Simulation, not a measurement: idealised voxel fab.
The process module that follows is named voxel tone inversion.
Square cell edge 5 nm, section width 145 nm, ID cut.
Heads up, the way a cross-section reads in here is a grid of square cells, handed over as bands from the top down, with every band being one or more rows of cells.
Top, bottom (nm), then materials left to right with widths (nm); lone material tagged "throughout" fills the whole band edge to edge; "empty" = empty space.
The reference from which all heights are counted is 0, the level beneath which the as-received wafer is entirely one material; the lowest band, having no lower bound, proceeds downward and is written after the example "0 nm and below".
The two numbers in a width such as "30..40" mark its ends across the band: the first belongs to the top row of cells, the second to the bottom row, and from each row to the next the width moves by the same amount.
Basically "no alterations made" means that step didn't change any cell in the cross-section.
"Closed internal cavities" contains a list of empty spaces, each no smaller than 8 cells and without an open way to the top, written in the form width x height at distance with the distance from the left edge and all three in nm.
Heads up: the bit after the settings on a step's line is the simulator's remark on that step.
overlay nm: for a step with a mask, the amount by which the mask lay right of where it was planned; a negative amount means left of it.
The remainder of this document consists of a sequence of paired cross-sections. Each pair presents the cross-section prior to one process step together with the cross-section following it, the latter being rendered only as deep as the lowest band that underwent change. The intervening step, together with its settings, is stated beneath each pair. Because the pairs may originate from different runs of this module on the same starting wafer, a given pair is to be read as continuing from the preceding pair only where its entry headed "Before this step" so indicates.

### Before this step
  0 nm and below  Si throughout
  Closed internal cavities: none

### As Processed
  10 nm to 0 nm  SiCN throughout
  Everything under 0 stays put, no change at all.
  Closed internal cavities: none
Step, pre vs post cross-sections above: CONFORMAL_DEP (material SiCN; thk nm 10)

Before this step: it's just the after picture from the pair right above this one.

### As Processed
  25 nm to 10 nm  polySi throughout
  Everything under 10 stays put, no change at all.
  Closed internal cavities: none
Step, pre vs post cross-sections above: DIRECTIONAL_DEP (material polySi; thk nm 15)

Before this step: it's just the after picture from the pair right above this one.

### As Processed
  50 nm to 25 nm  20 of empty | 20 of resist | 20 of empty | 20 of resist | 20 of empty | 20 of resist | 25 of empty
  Everything under 25 stays put, no change at all.
  Closed internal cavities: none
Step, pre vs post cross-sections above: PATTERN (tone cover; mask id POSTS; material resist; width nm 20; pitch nm 40; thk nm 25; overlay nm 0)

Before this step: it's just the after picture from the pair right above this one.

### As Processed
  50 nm to 25 nm  20 of empty | 20 of resist | 20 of empty | 20 of resist | 20 of empty | 20 of resist | 25 of empty
  25 nm to 10 nm  20 of empty | 20 of polySi | 20 of empty | 20 of polySi | 20 of empty | 20 of polySi | 25 of empty
  Everything under 10 stays put, no change at all.
  Closed internal cavities: none
Step, pre vs post cross-sections above: DIRECTIONAL_ETCH (etch materials polySi; depth nm 15)

Before this step: it's just the after picture from the pair right above this one.

### As Processed
  25 nm to 10 nm  20 of empty | 20 of polySi | 20 of empty | 20 of polySi | 20 of empty | 20 of polySi | 25 of empty
  Everything under 10 stays put, no change at all.
  Closed internal cavities: none
Step, pre vs post cross-sections above: STRIP (etch materials resist)

Before this step: it's just the after picture from the pair right above this one.

### As Processed
  30 nm to 25 nm  lowk throughout
  25 nm to 10 nm  20 of lowk | 20 of polySi | 20 of lowk | 20 of polySi | 20 of lowk | 20 of polySi | 25 of lowk
  Everything under 10 stays put, no change at all.
  Closed internal cavities: none
Step, pre vs post cross-sections above: FILL_DEP (material lowk; thk nm 5)

Before this step: it's just the after picture from the pair right above this one.

### As Processed
  25 nm to 10 nm  20 of lowk | 20 of polySi | 20 of lowk | 20 of polySi | 20 of lowk | 20 of polySi | 25 of lowk
  Everything under 10 stays put, no change at all.
  Closed internal cavities: none
Step, pre vs post cross-sections above: CMP (height nm 25)

Before this step: it's just the after picture from the pair right above this one.

### As Processed
  25 nm to 10 nm  20 of lowk | 20 of empty | 20 of lowk | 20 of empty | 20 of lowk | 20 of empty | 25 of lowk
  Everything under 10 stays put, no change at all.
  Closed internal cavities: none
Step, pre vs post cross-sections above: STRIP (etch materials polySi)

Before this step: it's just the after picture from the pair right above this one.

### As Processed
  30 nm to 25 nm  25 of TiN | 10 of empty | 30 of TiN | 10 of empty | 30 of TiN | 10 of empty | 30 of TiN
  25 nm to 15 nm  20 of lowk | 5 of TiN | 10 of empty | 5 of TiN | 20 of lowk | 5 of TiN | 10 of empty | 5 of TiN | 20 of lowk | 5 of TiN | 10 of empty | 5 of TiN | 25 of lowk
  15 nm to 10 nm  20 of lowk | 20 of TiN | 20 of lowk | 20 of TiN | 20 of lowk | 20 of TiN | 25 of lowk
  Everything under 10 stays put, no change at all.
  Closed internal cavities: none
Step, pre vs post cross-sections above: CONFORMAL_DEP (material TiN; thk nm 5)

Before this step: it's just the after picture from the pair right above this one.

### As Processed
  40 nm to 30 nm  Cu throughout
  30 nm to 25 nm  25 of TiN | 10 of Cu | 30 of TiN | 10 of Cu | 30 of TiN | 10 of Cu | 30 of TiN
  25 nm to 15 nm  20 of lowk | 5 of TiN | 10 of Cu | 5 of TiN | 20 of lowk | 5 of TiN | 10 of Cu | 5 of TiN | 20 of lowk | 5 of TiN | 10 of Cu | 5 of TiN | 25 of lowk
  Everything under 15 stays put, no change at all.
  Closed internal cavities: none
Step, pre vs post cross-sections above: FILL_DEP (material Cu; thk nm 10)

Before this step: it's just the after picture from the pair right above this one.

### As Processed
  25 nm to 15 nm  20 of lowk | 5 of TiN | 10 of Cu | 5 of TiN | 20 of lowk | 5 of TiN | 10 of Cu | 5 of TiN | 20 of lowk | 5 of TiN | 10 of Cu | 5 of TiN | 25 of lowk
  Everything under 15 stays put, no change at all.
  Closed internal cavities: none
Step, pre vs post cross-sections above: CMP (height nm 25)

Before this step: it's just the after picture from the pair right above this one.

### As Processed
  30 nm to 25 nm  SiN throughout
  Everything under 25 stays put, no change at all.
  Closed internal cavities: none
Step, pre vs post cross-sections above: CONFORMAL_DEP (material SiN; thk nm 5)

### Before this step
  40 nm to 30 nm  Cu throughout
  30 nm to 25 nm  25 of TiN | 10 of Cu | 30 of TiN | 10 of Cu | 30 of TiN | 10 of Cu | 30 of TiN
  25 nm to 15 nm  20 of lowk | 5 of TiN | 10 of Cu | 5 of TiN | 20 of lowk | 5 of TiN | 10 of Cu | 5 of TiN | 20 of lowk | 5 of TiN | 10 of Cu | 5 of TiN | 25 of lowk
  15 nm to 10 nm  20 of lowk | 20 of TiN | 20 of lowk | 20 of TiN | 20 of lowk | 20 of TiN | 25 of lowk
  10 nm to 0 nm  SiCN throughout
  0 nm and below  Si throughout
  Closed internal cavities: none

### As Processed
  45 nm to 40 nm  SiN throughout
  Everything under 40 stays put, no change at all.
  Closed internal cavities: none
Step, pre vs post cross-sections above: CONFORMAL_DEP (material SiN; thk nm 5)

### Before this step
  0 nm and below  Si throughout
  Closed internal cavities: none

### As Processed
  15 nm to 0 nm  polySi throughout
  Everything under 0 stays put, no change at all.
  Closed internal cavities: none
Step, pre vs post cross-sections above: DIRECTIONAL_DEP (material polySi; thk nm 15)

Before this step: it's just the after picture from the pair right above this one.

### As Processed
  25 nm to 15 nm  SiCN throughout
  Everything under 15 stays put, no change at all.
  Closed internal cavities: none
Step, pre vs post cross-sections above: CONFORMAL_DEP (material SiCN; thk nm 10)

Before this step: it's just the after picture from the pair right above this one.

### As Processed
  50 nm to 25 nm  20 of empty | 20 of resist | 20 of empty | 20 of resist | 20 of empty | 20 of resist | 25 of empty
  Everything under 25 stays put, no change at all.
  Closed internal cavities: none
Step, pre vs post cross-sections above: PATTERN (tone cover; mask id POSTS; material resist; width nm 20; pitch nm 40; thk nm 25; overlay nm 0)

Before this step: it's just the after picture from the pair right above this one.

### As Processed
  25 nm to 15 nm  SiCN throughout
  Everything under 15 stays put, no change at all.
  Closed internal cavities: none
Step, pre vs post cross-sections above: STRIP (etch materials resist)

Before this step: it's just the after picture from the pair right above this one.

### As Processed
  30 nm to 25 nm  lowk throughout
  Everything under 25 stays put, no change at all.
  Closed internal cavities: none
Step, pre vs post cross-sections above: FILL_DEP (material lowk; thk nm 5)

Before this step: it's just the after picture from the pair right above this one.

### As Processed
  25 nm to 15 nm  SiCN throughout
  Everything under 15 stays put, no change at all.
  Closed internal cavities: none
Step, pre vs post cross-sections above: CMP (height nm 25)

Before this step: it's just the after picture from the pair right above this one.

### As Processed
  30 nm to 25 nm  TiN throughout
  Everything under 25 stays put, no change at all.
  Closed internal cavities: none
Step, pre vs post cross-sections above: CONFORMAL_DEP (material TiN; thk nm 5)

Before this step: it's just the after picture from the pair right above this one.

### As Processed
  40 nm to 30 nm  Cu throughout
  Everything under 30 stays put, no change at all.
  Closed internal cavities: none
Step, pre vs post cross-sections above: FILL_DEP (material Cu; thk nm 10)

Before this step: it's just the after picture from the pair right above this one.

### As Processed
  25 nm to 15 nm  SiCN throughout
  Everything under 15 stays put, no change at all.
  Closed internal cavities: none
Step, pre vs post cross-sections above: CMP (height nm 25)

Before this step: it's just the after picture from the pair right above this one.

### As Processed
  30 nm to 25 nm  SiN throughout
  Everything under 25 stays put, no change at all.
  Closed internal cavities: none
Step, pre vs post cross-sections above: CONFORMAL_DEP (material SiN; thk nm 5)

### Before this step
  0 nm and below  Si throughout
  Closed internal cavities: none

### As Processed
  15 nm to 0 nm  SiCN throughout
  Everything under 0 stays put, no change at all.
  Closed internal cavities: none
Step, pre vs post cross-sections above: CONFORMAL_DEP (material SiCN; thk nm 15)

Before this step: it's just the after picture from the pair right above this one.

### As Processed
  30 nm to 15 nm  polySi throughout
  Everything under 15 stays put, no change at all.
  Closed internal cavities: none
Step, pre vs post cross-sections above: DIRECTIONAL_DEP (material polySi; thk nm 15)

Before this step: it's just the after picture from the pair right above this one.

### As Processed
  55 nm to 30 nm  20 of empty | 20 of resist | 20 of empty | 20 of resist | 20 of empty | 20 of resist | 25 of empty
  Everything under 30 stays put, no change at all.
  Closed internal cavities: none
Step, pre vs post cross-sections above: PATTERN (tone cover; mask id POSTS; material resist; width nm 20; pitch nm 40; thk nm 25; overlay nm 0)

Before this step: it's just the after picture from the pair right above this one.

### As Processed
  55 nm to 30 nm  20 of empty | 20 of resist | 20 of empty | 20 of resist | 20 of empty | 20 of resist | 25 of empty
  30 nm to 15 nm  20 of empty | 20 of polySi | 20 of empty | 20 of polySi | 20 of empty | 20 of polySi | 25 of empty
  Everything under 15 stays put, no change at all.
  Closed internal cavities: none
Step, pre vs post cross-sections above: DIRECTIONAL_ETCH (etch materials polySi; depth nm 15)

Before this step: it's just the after picture from the pair right above this one.

### As Processed
  30 nm to 15 nm  20 of empty | 20 of polySi | 20 of empty | 20 of polySi | 20 of empty | 20 of polySi | 25 of empty
  Everything under 15 stays put, no change at all.
  Closed internal cavities: none
Step, pre vs post cross-sections above: STRIP (etch materials resist)

Before this step: it's just the after picture from the pair right above this one.

### As Processed
  35 nm to 30 nm  lowk throughout
  30 nm to 15 nm  20 of lowk | 20 of polySi | 20 of lowk | 20 of polySi | 20 of lowk | 20 of polySi | 25 of lowk
  Everything under 15 stays put, no change at all.
  Closed internal cavities: none
Step, pre vs post cross-sections above: FILL_DEP (material lowk; thk nm 5)

Before this step: it's just the after picture from the pair right above this one.

### As Processed
  25 nm to 15 nm  20 of lowk | 20 of polySi | 20 of lowk | 20 of polySi | 20 of lowk | 20 of polySi | 25 of lowk
  Everything under 15 stays put, no change at all.
  Closed internal cavities: none
Step, pre vs post cross-sections above: CMP (height nm 25)

Before this step: it's just the after picture from the pair right above this one.

### As Processed
  25 nm to 15 nm  20 of lowk | 20 of empty | 20 of lowk | 20 of empty | 20 of lowk | 20 of empty | 25 of lowk
  Everything under 15 stays put, no change at all.
  Closed internal cavities: none
Step, pre vs post cross-sections above: STRIP (etch materials polySi)

Before this step: it's just the after picture from the pair right above this one.

### As Processed
  30 nm to 25 nm  25 of TiN | 10 of empty | 30 of TiN | 10 of empty | 30 of TiN | 10 of empty | 30 of TiN
  25 nm to 20 nm  20 of lowk | 5 of TiN | 10 of empty | 5 of TiN | 20 of lowk | 5 of TiN | 10 of empty | 5 of TiN | 20 of lowk | 5 of TiN | 10 of empty | 5 of TiN | 25 of lowk
  20 nm to 15 nm  20 of lowk | 20 of TiN | 20 of lowk | 20 of TiN | 20 of lowk | 20 of TiN | 25 of lowk
  Everything under 15 stays put, no change at all.
  Closed internal cavities: none
Step, pre vs post cross-sections above: CONFORMAL_DEP (material TiN; thk nm 5)

Before this step: it's just the after picture from the pair right above this one.

### As Processed
  40 nm to 30 nm  Cu throughout
  30 nm to 25 nm  25 of TiN | 10 of Cu | 30 of TiN | 10 of Cu | 30 of TiN | 10 of Cu | 30 of TiN
  25 nm to 20 nm  20 of lowk | 5 of TiN | 10 of Cu | 5 of TiN | 20 of lowk | 5 of TiN | 10 of Cu | 5 of TiN | 20 of lowk | 5 of TiN | 10 of Cu | 5 of TiN | 25 of lowk
  Everything under 20 stays put, no change at all.
  Closed internal cavities: none
Step, pre vs post cross-sections above: FILL_DEP (material Cu; thk nm 10)

Before this step: it's just the after picture from the pair right above this one.

### As Processed
  25 nm to 20 nm  20 of lowk | 5 of TiN | 10 of Cu | 5 of TiN | 20 of lowk | 5 of TiN | 10 of Cu | 5 of TiN | 20 of lowk | 5 of TiN | 10 of Cu | 5 of TiN | 25 of lowk
  Everything under 20 stays put, no change at all.
  Closed internal cavities: none
Step, pre vs post cross-sections above: CMP (height nm 25)

Before this step: it's just the after picture from the pair right above this one.

### As Processed
  30 nm to 25 nm  SiN throughout
  Everything under 25 stays put, no change at all.
  Closed internal cavities: none
Step, pre vs post cross-sections above: CONFORMAL_DEP (material SiN; thk nm 5)

### Before this step
  25 nm to 10 nm  polySi throughout
  10 nm to 0 nm  SiCN throughout
  0 nm and below  Si throughout
  Closed internal cavities: none

### As Processed
  50 nm to 25 nm  25 of empty | 15 of resist | 25 of empty | 15 of resist | 25 of empty | 15 of resist | 25 of empty
  Everything under 25 stays put, no change at all.
  Closed internal cavities: none
Step, pre vs post cross-sections above: PATTERN (tone cover; mask id POSTS; material resist; width nm 15; pitch nm 40; thk nm 25; overlay nm 0)

Before this step: it's just the after picture from the pair right above this one.

### As Processed
  50 nm to 25 nm  25 of empty | 15 of resist | 25 of empty | 15 of resist | 25 of empty | 15 of resist | 25 of empty
  25 nm to 10 nm  25 of empty | 15 of polySi | 25 of empty | 15 of polySi | 25 of empty | 15 of polySi | 25 of empty
  Everything under 10 stays put, no change at all.
  Closed internal cavities: none
Step, pre vs post cross-sections above: DIRECTIONAL_ETCH (etch materials polySi; depth nm 15)

Before this step: it's just the after picture from the pair right above this one.

### As Processed
  25 nm to 10 nm  25 of empty | 15 of polySi | 25 of empty | 15 of polySi | 25 of empty | 15 of polySi | 25 of empty
  Everything under 10 stays put, no change at all.
  Closed internal cavities: none
Step, pre vs post cross-sections above: STRIP (etch materials resist)

Before this step: it's just the after picture from the pair right above this one.

### As Processed
  30 nm to 25 nm  lowk throughout
  25 nm to 10 nm  25 of lowk | 15 of polySi | 25 of lowk | 15 of polySi | 25 of lowk | 15 of polySi | 25 of lowk
  Everything under 10 stays put, no change at all.
  Closed internal cavities: none
Step, pre vs post cross-sections above: FILL_DEP (material lowk; thk nm 5)

Before this step: it's just the after picture from the pair right above this one.

### As Processed
  25 nm to 10 nm  25 of lowk | 15 of polySi | 25 of lowk | 15 of polySi | 25 of lowk | 15 of polySi | 25 of lowk
  Everything under 10 stays put, no change at all.
  Closed internal cavities: none
Step, pre vs post cross-sections above: CMP (height nm 25)

Before this step: it's just the after picture from the pair right above this one.

### As Processed
  25 nm to 10 nm  25 of lowk | 15 of empty | 25 of lowk | 15 of empty | 25 of lowk | 15 of empty | 25 of lowk
  Everything under 10 stays put, no change at all.
  Closed internal cavities: none
Step, pre vs post cross-sections above: STRIP (etch materials polySi)

Before this step: it's just the after picture from the pair right above this one.

### As Processed
  30 nm to 25 nm  30 of TiN | 5 of empty | 35 of TiN | 5 of empty | 35 of TiN | 5 of empty | 30 of TiN
  25 nm to 15 nm  25 of lowk | 5 of TiN | 5 of empty | 5 of TiN | 25 of lowk | 5 of TiN | 5 of empty | 5 of TiN | 25 of lowk | 5 of TiN | 5 of empty | 5 of TiN | 25 of lowk
  15 nm to 10 nm  25 of lowk | 15 of TiN | 25 of lowk | 15 of TiN | 25 of lowk | 15 of TiN | 25 of lowk
  Everything under 10 stays put, no change at all.
  Closed internal cavities: none
Step, pre vs post cross-sections above: CONFORMAL_DEP (material TiN; thk nm 5)

Before this step: it's just the after picture from the pair right above this one.

### As Processed
  40 nm to 30 nm  Cu throughout
  30 nm to 25 nm  30 of TiN | 5 of Cu | 35 of TiN | 5 of Cu | 35 of TiN | 5 of Cu | 30 of TiN
  25 nm to 15 nm  25 of lowk | 5 of TiN | 5 of Cu | 5 of TiN | 25 of lowk | 5 of TiN | 5 of Cu | 5 of TiN | 25 of lowk | 5 of TiN | 5 of Cu | 5 of TiN | 25 of lowk
  Everything under 15 stays put, no change at all.
  Closed internal cavities: none
Step, pre vs post cross-sections above: FILL_DEP (material Cu; thk nm 10)

Before this step: it's just the after picture from the pair right above this one.

### As Processed
  25 nm to 15 nm  25 of lowk | 5 of TiN | 5 of Cu | 5 of TiN | 25 of lowk | 5 of TiN | 5 of Cu | 5 of TiN | 25 of lowk | 5 of TiN | 5 of Cu | 5 of TiN | 25 of lowk
  Everything under 15 stays put, no change at all.
  Closed internal cavities: none
Step, pre vs post cross-sections above: CMP (height nm 25)

Before this step: it's just the after picture from the pair right above this one.

### As Processed
  30 nm to 25 nm  SiN throughout
  Everything under 25 stays put, no change at all.
  Closed internal cavities: none
Step, pre vs post cross-sections above: CONFORMAL_DEP (material SiN; thk nm 5)

### Before this step
  25 nm to 10 nm  polySi throughout
  10 nm to 0 nm  SiCN throughout
  0 nm and below  Si throughout
  Closed internal cavities: none

### As Processed
  50 nm to 25 nm  30 of empty | 20 of resist | 20 of empty | 20 of resist | 20 of empty | 20 of resist | 15 of empty
  Everything under 25 stays put, no change at all.
  Closed internal cavities: none
Step, pre vs post cross-sections above: PATTERN (tone cover; mask id POSTS; material resist; width nm 20; pitch nm 40; thk nm 25; overlay nm 10)

Before this step: it's just the after picture from the pair right above this one.

### As Processed
  50 nm to 25 nm  30 of empty | 20 of resist | 20 of empty | 20 of resist | 20 of empty | 20 of resist | 15 of empty
  25 nm to 10 nm  30 of empty | 20 of polySi | 20 of empty | 20 of polySi | 20 of empty | 20 of polySi | 15 of empty
  Everything under 10 stays put, no change at all.
  Closed internal cavities: none
Step, pre vs post cross-sections above: DIRECTIONAL_ETCH (etch materials polySi; depth nm 15)

Before this step: it's just the after picture from the pair right above this one.

### As Processed
  25 nm to 10 nm  30 of empty | 20 of polySi | 20 of empty | 20 of polySi | 20 of empty | 20 of polySi | 15 of empty
  Everything under 10 stays put, no change at all.
  Closed internal cavities: none
Step, pre vs post cross-sections above: STRIP (etch materials resist)

Before this step: it's just the after picture from the pair right above this one.

### As Processed
  30 nm to 25 nm  lowk throughout
  25 nm to 10 nm  30 of lowk | 20 of polySi | 20 of lowk | 20 of polySi | 20 of lowk | 20 of polySi | 15 of lowk
  Everything under 10 stays put, no change at all.
  Closed internal cavities: none
Step, pre vs post cross-sections above: FILL_DEP (material lowk; thk nm 5)

Before this step: it's just the after picture from the pair right above this one.

### As Processed
  25 nm to 10 nm  30 of lowk | 20 of polySi | 20 of lowk | 20 of polySi | 20 of lowk | 20 of polySi | 15 of lowk
  Everything under 10 stays put, no change at all.
  Closed internal cavities: none
Step, pre vs post cross-sections above: CMP (height nm 25)

Before this step: it's just the after picture from the pair right above this one.

### As Processed
  25 nm to 10 nm  30 of lowk | 20 of empty | 20 of lowk | 20 of empty | 20 of lowk | 20 of empty | 15 of lowk
  Everything under 10 stays put, no change at all.
  Closed internal cavities: none
Step, pre vs post cross-sections above: STRIP (etch materials polySi)

Before this step: it's just the after picture from the pair right above this one.

### As Processed
  30 nm to 25 nm  35 of TiN | 10 of empty | 30 of TiN | 10 of empty | 30 of TiN | 10 of empty | 20 of TiN
  25 nm to 15 nm  30 of lowk | 5 of TiN | 10 of empty | 5 of TiN | 20 of lowk | 5 of TiN | 10 of empty | 5 of TiN | 20 of lowk | 5 of TiN | 10 of empty | 5 of TiN | 15 of lowk
  15 nm to 10 nm  30 of lowk | 20 of TiN | 20 of lowk | 20 of TiN | 20 of lowk | 20 of TiN | 15 of lowk
  Everything under 10 stays put, no change at all.
  Closed internal cavities: none
Step, pre vs post cross-sections above: CONFORMAL_DEP (material TiN; thk nm 5)

Before this step: it's just the after picture from the pair right above this one.

### As Processed
  40 nm to 30 nm  Cu throughout
  30 nm to 25 nm  35 of TiN | 10 of Cu | 30 of TiN | 10 of Cu | 30 of TiN | 10 of Cu | 20 of TiN
  25 nm to 15 nm  30 of lowk | 5 of TiN | 10 of Cu | 5 of TiN | 20 of lowk | 5 of TiN | 10 of Cu | 5 of TiN | 20 of lowk | 5 of TiN | 10 of Cu | 5 of TiN | 15 of lowk
  Everything under 15 stays put, no change at all.
  Closed internal cavities: none
Step, pre vs post cross-sections above: FILL_DEP (material Cu; thk nm 10)

Before this step: it's just the after picture from the pair right above this one.

### As Processed
  25 nm to 15 nm  30 of lowk | 5 of TiN | 10 of Cu | 5 of TiN | 20 of lowk | 5 of TiN | 10 of Cu | 5 of TiN | 20 of lowk | 5 of TiN | 10 of Cu | 5 of TiN | 15 of lowk
  Everything under 15 stays put, no change at all.
  Closed internal cavities: none
Step, pre vs post cross-sections above: CMP (height nm 25)

Before this step: it's just the after picture from the pair right above this one.

### As Processed
  30 nm to 25 nm  SiN throughout
  Everything under 25 stays put, no change at all.
  Closed internal cavities: none
Step, pre vs post cross-sections above: CONFORMAL_DEP (material SiN; thk nm 5)

### Before this step
  30 nm to 25 nm  25 of TiN | 10 of empty | 30 of TiN | 10 of empty | 30 of TiN | 10 of empty | 30 of TiN
  25 nm to 15 nm  20 of lowk | 5 of TiN | 10 of empty | 5 of TiN | 20 of lowk | 5 of TiN | 10 of empty | 5 of TiN | 20 of lowk | 5 of TiN | 10 of empty | 5 of TiN | 25 of lowk
  15 nm to 10 nm  20 of lowk | 20 of TiN | 20 of lowk | 20 of TiN | 20 of lowk | 20 of TiN | 25 of lowk
  10 nm to 0 nm  SiCN throughout
  0 nm and below  Si throughout
  Closed internal cavities: none

### As Processed
  40 nm to 30 nm  SiN throughout
  30 nm to 25 nm  25 of TiN | 10 of SiN | 30 of TiN | 10 of SiN | 30 of TiN | 10 of SiN | 30 of TiN
  25 nm to 15 nm  20 of lowk | 5 of TiN | 10 of SiN | 5 of TiN | 20 of lowk | 5 of TiN | 10 of SiN | 5 of TiN | 20 of lowk | 5 of TiN | 10 of SiN | 5 of TiN | 25 of lowk
  Everything under 15 stays put, no change at all.
  Closed internal cavities: none
Step, pre vs post cross-sections above: FILL_DEP (material SiN; thk nm 10)

Before this step: it's just the after picture from the pair right above this one.

### As Processed
  25 nm to 15 nm  20 of lowk | 5 of TiN | 10 of SiN | 5 of TiN | 20 of lowk | 5 of TiN | 10 of SiN | 5 of TiN | 20 of lowk | 5 of TiN | 10 of SiN | 5 of TiN | 25 of lowk
  Everything under 15 stays put, no change at all.
  Closed internal cavities: none
Step, pre vs post cross-sections above: CMP (height nm 25)

Before this step: it's just the after picture from the pair right above this one.

### As Processed
  30 nm to 25 nm  SiN throughout
  Everything under 25 stays put, no change at all.
  Closed internal cavities: none
Step, pre vs post cross-sections above: CONFORMAL_DEP (material SiN; thk nm 5)

### Before this step
  25 nm to 10 nm  polySi throughout
  10 nm to 0 nm  SiCN throughout
  0 nm and below  Si throughout
  Closed internal cavities: none

### As Processed
  50 nm to 25 nm  20 of resist | 20 of empty | 20 of resist | 20 of empty | 20 of resist | 20 of empty | 25 of resist
  Everything under 25 stays put, no change at all.
  Closed internal cavities: none
Step, pre vs post cross-sections above: PATTERN (tone open; mask id POSTS; material resist; width nm 20; pitch nm 40; thk nm 25; overlay nm 0)

Before this step: it's just the after picture from the pair right above this one.

### As Processed
  50 nm to 25 nm  20 of resist | 20 of empty | 20 of resist | 20 of empty | 20 of resist | 20 of empty | 25 of resist
  25 nm to 10 nm  20 of polySi | 20 of empty | 20 of polySi | 20 of empty | 20 of polySi | 20 of empty | 25 of polySi
  Everything under 10 stays put, no change at all.
  Closed internal cavities: none
Step, pre vs post cross-sections above: DIRECTIONAL_ETCH (etch materials polySi; depth nm 15)

Before this step: it's just the after picture from the pair right above this one.

### As Processed
  25 nm to 10 nm  20 of polySi | 20 of empty | 20 of polySi | 20 of empty | 20 of polySi | 20 of empty | 25 of polySi
  Everything under 10 stays put, no change at all.
  Closed internal cavities: none
Step, pre vs post cross-sections above: STRIP (etch materials resist)

Before this step: it's just the after picture from the pair right above this one.

### As Processed
  30 nm to 25 nm  lowk throughout
  25 nm to 10 nm  20 of polySi | 20 of lowk | 20 of polySi | 20 of lowk | 20 of polySi | 20 of lowk | 25 of polySi
  Everything under 10 stays put, no change at all.
  Closed internal cavities: none
Step, pre vs post cross-sections above: FILL_DEP (material lowk; thk nm 5)

Before this step: it's just the after picture from the pair right above this one.

### As Processed
  25 nm to 10 nm  20 of polySi | 20 of lowk | 20 of polySi | 20 of lowk | 20 of polySi | 20 of lowk | 25 of polySi
  Everything under 10 stays put, no change at all.
  Closed internal cavities: none
Step, pre vs post cross-sections above: CMP (height nm 25)

Before this step: it's just the after picture from the pair right above this one.

### As Processed
  25 nm to 10 nm  20 of empty | 20 of lowk | 20 of empty | 20 of lowk | 20 of empty | 20 of lowk | 25 of empty
  Everything under 10 stays put, no change at all.
  Closed internal cavities: none
Step, pre vs post cross-sections above: STRIP (etch materials polySi)

Before this step: it's just the after picture from the pair right above this one.

### As Processed
  30 nm to 25 nm  15 of empty | 30 of TiN | 10 of empty | 30 of TiN | 10 of empty | 30 of TiN | 20 of empty
  25 nm to 15 nm  15 of empty | 5 of TiN | 20 of lowk | 5 of TiN | 10 of empty | 5 of TiN | 20 of lowk | 5 of TiN | 10 of empty | 5 of TiN | 20 of lowk | 5 of TiN | 20 of empty
  15 nm to 10 nm  20 of TiN | 20 of lowk | 20 of TiN | 20 of lowk | 20 of TiN | 20 of lowk | 25 of TiN
  Everything under 10 stays put, no change at all.
  Closed internal cavities: none
Step, pre vs post cross-sections above: CONFORMAL_DEP (material TiN; thk nm 5)

Before this step: it's just the after picture from the pair right above this one.

### As Processed
  40 nm to 30 nm  Cu throughout
  30 nm to 25 nm  15 of Cu | 30 of TiN | 10 of Cu | 30 of TiN | 10 of Cu | 30 of TiN | 20 of Cu
  25 nm to 15 nm  15 of Cu | 5 of TiN | 20 of lowk | 5 of TiN | 10 of Cu | 5 of TiN | 20 of lowk | 5 of TiN | 10 of Cu | 5 of TiN | 20 of lowk | 5 of TiN | 20 of Cu
  Everything under 15 stays put, no change at all.
  Closed internal cavities: none
Step, pre vs post cross-sections above: FILL_DEP (material Cu; thk nm 10)

Before this step: it's just the after picture from the pair right above this one.

### As Processed
  25 nm to 15 nm  15 of Cu | 5 of TiN | 20 of lowk | 5 of TiN | 10 of Cu | 5 of TiN | 20 of lowk | 5 of TiN | 10 of Cu | 5 of TiN | 20 of lowk | 5 of TiN | 20 of Cu
  Everything under 15 stays put, no change at all.
  Closed internal cavities: none
Step, pre vs post cross-sections above: CMP (height nm 25)

Before this step: it's just the after picture from the pair right above this one.

### As Processed
  30 nm to 25 nm  SiN throughout
  Everything under 25 stays put, no change at all.
  Closed internal cavities: none
Step, pre vs post cross-sections above: CONFORMAL_DEP (material SiN; thk nm 5)
